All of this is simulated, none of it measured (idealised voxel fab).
Proc. module: voxel self aligned vias
We display cut, a cross-section 235 nm in width whose square cells are each 5 nm.
Notation: cross-section as square-cell grid; stated in bands, top first, going down; one or more cell rows per band. Heights first: top, then bottom, in nm. Then materials, left to right, each with a width in nm. "edge to edge" on a single material: fills the band edge to edge. "blank": empty space. Heights are expressed relative to 0, this being the level below which the as-received wafer comprises one material exclusively. The lowest band is unbounded in the downward direction and is denoted as in "0 down". Read "30->40" as a graded width: first number on top, second number at the bottom, same change between each pair of neighbouring rows. A step reported as "no modifications" is a step in which no cell of the cross-section changed. Enclosed voids (no open way to top), threshold 8 cells or more, entry "Sealed void inventory", notation width x height at distance, distance from left edge, nm. Read whatever lies past the settings on a step's line as the simulator's own remark about the step. overlay nm, on a step with a mask: how far to the right of its planned place the mask lay; to the left if negative.
## Process steps foreseen in the plan
1 RECEIVE: material Si
2 CONFORMAL_DEP: material SiO2, thk nm 10
3 CONFORMAL_DEP: material SiCN, thk nm 5
4 DIRECTIONAL_DEP: material lowk, thk nm 20
5 PATTERN: tone open, mask id LINES, material resist, width nm 25, pitch nm 65, thk nm 15, overlay nm 0
6 DIRECTIONAL_ETCH: etch materials lowk, depth nm 20
7 STRIP: etch materials resist
8 CONFORMAL_DEP: material TiN, thk nm 5
9 FILL_DEP: material Ru, thk nm 5
10 CMP: height nm 35
11 SELECTIVE_ETCH: etch materials W Ru TiN, depth nm 10
12 FILL_DEP: material SiN, thk nm 10
13 CMP: height nm 35
14 DIRECTIONAL_DEP: material lowk, thk nm 20
15 DIRECTIONAL_DEP: material aC, thk nm 10
16 PATTERN: tone open, mask id VIAS, material resist, width nm 35, thk nm 30, overlay nm -15
17 DIRECTIONAL_ETCH: etch materials aC, depth nm 10
18 STRIP: etch materials resist
19 DIRECTIONAL_ETCH: etch materials lowk, depth nm 20
20 DIRECTIONAL_ETCH: etch materials SiN, depth nm 10
21 STRIP: etch materials aC
22 CONFORMAL_DEP: material TiN, thk nm 5
23 FILL_DEP: material W, thk nm 10
24 CMP: height nm 55
25 CONFORMAL_DEP: material SiN, thk nm 5
For this document, wafers share an identical start and vary in the step 16 overlay nm; the plan quotes the first wafer's value.
## Cross-sectional view of the first of several wafers in the as-received condition, corresponding to the state following step 1
> 0 down | Si edge to edge
> Sealed void inventory: none
## The rows of the table below are wafers. Looking at the end of the module, a row counts, for every material, the cells the wafer has gained, shown as (+), or lost, shown as (-), since it was received; its closed voids come next
overlay nm -15, +6 Ru, +47 SiCN, +61 SiN, +94 SiO2, +31 TiN, +17 W, +308 lowk, Sealed void inventory: none
overlay nm -10, +6 Ru, +47 SiCN, +59 SiN, +94 SiO2, +31 TiN, +19 W, +308 lowk, Sealed void inventory: none
overlay nm -5, +6 Ru, +47 SiCN, +57 SiN, +94 SiO2, +31 TiN, +21 W, +308 lowk, Sealed void inventory: none
overlay nm 0, +6 Ru, +47 SiCN, +57 SiN, +94 SiO2, +31 TiN, +21 W, +308 lowk, Sealed void inventory: none
overlay nm 5, +6 Ru, +47 SiCN, +57 SiN, +94 SiO2, +31 TiN, +21 W, +308 lowk, Sealed void inventory: none
overlay nm 10, +6 Ru, +47 SiCN, +59 SiN, +94 SiO2, +31 TiN, +19 W, +308 lowk, Sealed void inventory: none
overlay nm 15, +6 Ru, +47 SiCN, +61 SiN, +94 SiO2, +31 TiN, +17 W, +308 lowk, Sealed void inventory: none
